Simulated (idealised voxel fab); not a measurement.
Proc. module: voxel transistor to metal
Cross-section cut: width 260 nm, square cells of 5 nm.
Heads up, the way a cross-section reads in here is a grid of square cells, handed over as bands from the top down, with every band being one or more rows of cells. First you get the band's top height and its bottom height, in nm, and then the materials it's made of, left to right, with each width in nm. If you see a single material with "full width", that one covers the band edge to edge. "blank" is empty space. Height datum 0, below which the as-received substrate wafer is one material. Lowest band open at the bottom, running downward: "0..down". Width "30..40": first value at the band's top row of cells, second value at its bottom row, equal change from row to row. For the purposes of this document, the phrase "no modification" attached to a step denotes that no cell within the cross-section was modified by that step. What "Unvented internal voids" gives you is every empty space of 8 cells or more that is cut off from the top. Each appears as width x height at distance, with the distance taken from the left edge and width, height and distance all in nm. The remark found on a step's line after its settings is issued by the simulator itself and pertains to that step. overlay nm: for a step with a mask, the amount by which the mask lay right of where it was planned; a negative amount means left of it.
## Planned step list for the process
1,RECEIVE, material Si
2,OXIDIZE, depth nm 5
3,CONFORMAL_DEP, material SiN, thk nm 15
4,DIRECTIONAL_DEP, material aC, thk nm 10
5,PATTERN, tone cover, mask id ACTIVE, material resist, width nm 100, pitch nm 125, thk nm 30, overlay nm 0
6,DIRECTIONAL_ETCH, etch materials aC, depth nm 10
7,STRIP, etch materials resist
8,DIRECTIONAL_ETCH, etch materials SiN, depth nm 15
9,DIRECTIONAL_ETCH, etch materials SiO2, depth nm 5
10,DIRECTIONAL_ETCH, etch materials Si, depth nm 25
11,STRIP, etch materials aC
12,OXIDIZE, depth nm 5
13,FILL_DEP, material SiO2, thk nm 5
14,CMP, height nm 15
15,SELECTIVE_ETCH, etch materials SiO2, depth nm 10
16,STRIP, etch materials SiN
17,SELECTIVE_ETCH, etch materials SiO2, depth nm 5
18,OXIDIZE, depth nm 5
19,DIRECTIONAL_DEP, material polySi, thk nm 20
20,DIRECTIONAL_DEP, material SiCN, thk nm 10
21,DIRECTIONAL_DEP, material aC, thk nm 15
22,PATTERN, tone cover, mask id GATE, material resist, width nm 20, pitch nm 125, thk nm 30, overlay nm 0
23,DIRECTIONAL_ETCH, etch materials aC, depth nm 15
24,STRIP, etch materials resist
25,DIRECTIONAL_ETCH, etch materials SiCN, depth nm 20
26,DIRECTIONAL_ETCH, etch materials polySi, depth nm 30
27,STRIP, etch materials aC
28,CONFORMAL_DEP, material SiO2, thk nm 5
29,DIRECTIONAL_ETCH, etch materials SiO2, depth nm 5
30,CONFORMAL_DEP, material SiN, thk nm 5
31,DIRECTIONAL_ETCH, etch materials SiN, depth nm 5
32,DIRECTIONAL_ETCH, etch materials SiO2, depth nm 5
33,DIRECTIONAL_ETCH, etch materials Si, depth nm 15
34,EPI, material nSi, thk nm 20
35,FILL_DEP, material SiO2, thk nm 10
36,CMP, height nm 25
37,DIRECTIONAL_DEP, material SiO2, thk nm 10
38,DIRECTIONAL_DEP, material aC, thk nm 10
39,PATTERN, tone open, mask id CONTACT, material resist, width nm 20, thk nm 30, overlay nm 0
40,DIRECTIONAL_ETCH, etch materials aC, depth nm 10
41,STRIP, etch materials resist
42,DIRECTIONAL_ETCH, etch materials SiO2, depth nm 40
43,STRIP, etch materials aC
44,CONFORMAL_DEP, material TiN, thk nm 5
45,FILL_DEP, material W, thk nm 5
46,CMP, height nm 35
47,DIRECTIONAL_DEP, material TiN, thk nm 5
48,DIRECTIONAL_DEP, material W, thk nm 25
49,MASKED_ETCH, tone cover, mask id METAL_1, width nm 20, etch materials W, depth nm 25, overlay nm 0
50,MASKED_ETCH, tone cover, mask id METAL_1, width nm 20, etch materials TiN, depth nm 5, overlay nm 0
51,FILL_DEP, material SiO2, thk nm 10
52,CMP, height nm 65
53,CONFORMAL_DEP, material SiCN, thk nm 5
## Received-state cross-section, reflecting completion of step 1
0..down  Si full width
Unvented internal voids: none
## Starting structure and process plan are as shown above, but one mistake was made in running the module; the wafer cross-section at the end of the module follows
70..65  SiCN full width
65..40  SiO2: 20 | W: 20 | SiO2: 50 | W: 20 | SiO2: 35 | W: 20 | SiO2: 50 | W: 20 | SiO2: 25
40..35  SiO2: 20 | TiN: 20 | SiO2: 50 | TiN: 20 | SiO2: 35 | TiN: 20 | SiO2: 50 | TiN: 20 | SiO2: 25
35..30  TiN: 25 | W: 10 | TiN: 60 | W: 10 | TiN: 45 | W: 10 | TiN: 60 | W: 10 | TiN: 30
30..25  SiO2: 20 | TiN: 5 | W: 10 | TiN: 5 | SiO2: 50 | TiN: 5 | W: 10 | TiN: 5 | SiO2: 35 | TiN: 5 | W: 10 | TiN: 5 | SiO2: 50 | TiN: 5 | W: 10 | TiN: 5 | SiO2: 25
25..15  SiO2: 20 | TiN: 5 | W: 10 | TiN: 5 | SiO2: 5 | SiN: 5 | SiO2: 5 | SiCN: 20 | SiO2: 5 | SiN: 5 | SiO2: 5 | TiN: 5 | W: 10 | TiN: 5 | SiO2: 35 | TiN: 5 | W: 10 | TiN: 5 | SiO2: 5 | SiN: 5 | SiO2: 5 | SiCN: 20 | SiO2: 5 | SiN: 5 | SiO2: 5 | TiN: 5 | W: 10 | TiN: 5 | SiO2: 25
15..10  SiO2: 20 | TiN: 20 | SiO2: 5 | SiN: 5 | SiO2: 5 | polySi: 20 | SiO2: 5 | SiN: 5 | SiO2: 5 | TiN: 20 | SiO2: 35 | TiN: 20 | SiO2: 5 | SiN: 5 | SiO2: 5 | polySi: 20 | SiO2: 5 | SiN: 5 | SiO2: 5 | TiN: 20 | SiO2: 25
10..0  SiO2: 20 | TiN: 5 | nSi: 20 | SiN: 5 | SiO2: 5 | polySi: 20 | SiO2: 5 | SiN: 5 | nSi: 20 | TiN: 5 | SiO2: 35 | TiN: 5 | nSi: 20 | SiN: 5 | SiO2: 5 | polySi: 20 | SiO2: 5 | SiN: 5 | nSi: 20 | TiN: 5 | SiO2: 25
0..-5  SiO2: 15 | SiN: 5 | TiN: 5 | nSi: 20 | SiN: 5 | SiO2: 5 | polySi: 20 | SiO2: 5 | SiN: 5 | nSi: 20 | TiN: 5 | SiN: 5 | SiO2: 25 | SiN: 5 | TiN: 5 | nSi: 20 | SiN: 5 | SiO2: 5 | polySi: 20 | SiO2: 5 | SiN: 5 | nSi: 20 | TiN: 5 | SiN: 5 | SiO2: 20
-5..-10  SiO2: 20 | nSi: 25 | SiO2: 40 | nSi: 25 | SiO2: 35 | nSi: 25 | SiO2: 40 | nSi: 25 | SiO2: 25
-10..-25  SiO2: 20 | nSi: 25 | Si: 40 | nSi: 25 | SiO2: 35 | nSi: 25 | Si: 40 | nSi: 25 | SiO2: 25
-25..-35  SiO2: 20 | Si: 90 | SiO2: 35 | Si: 90 | SiO2: 25
-35..down  Si full width
Unvented internal voids: none
Short version of what went wrong: step 37 was not run as planned; what actually ran was DIRECTIONAL_DEP, material SiO2, thk nm 5
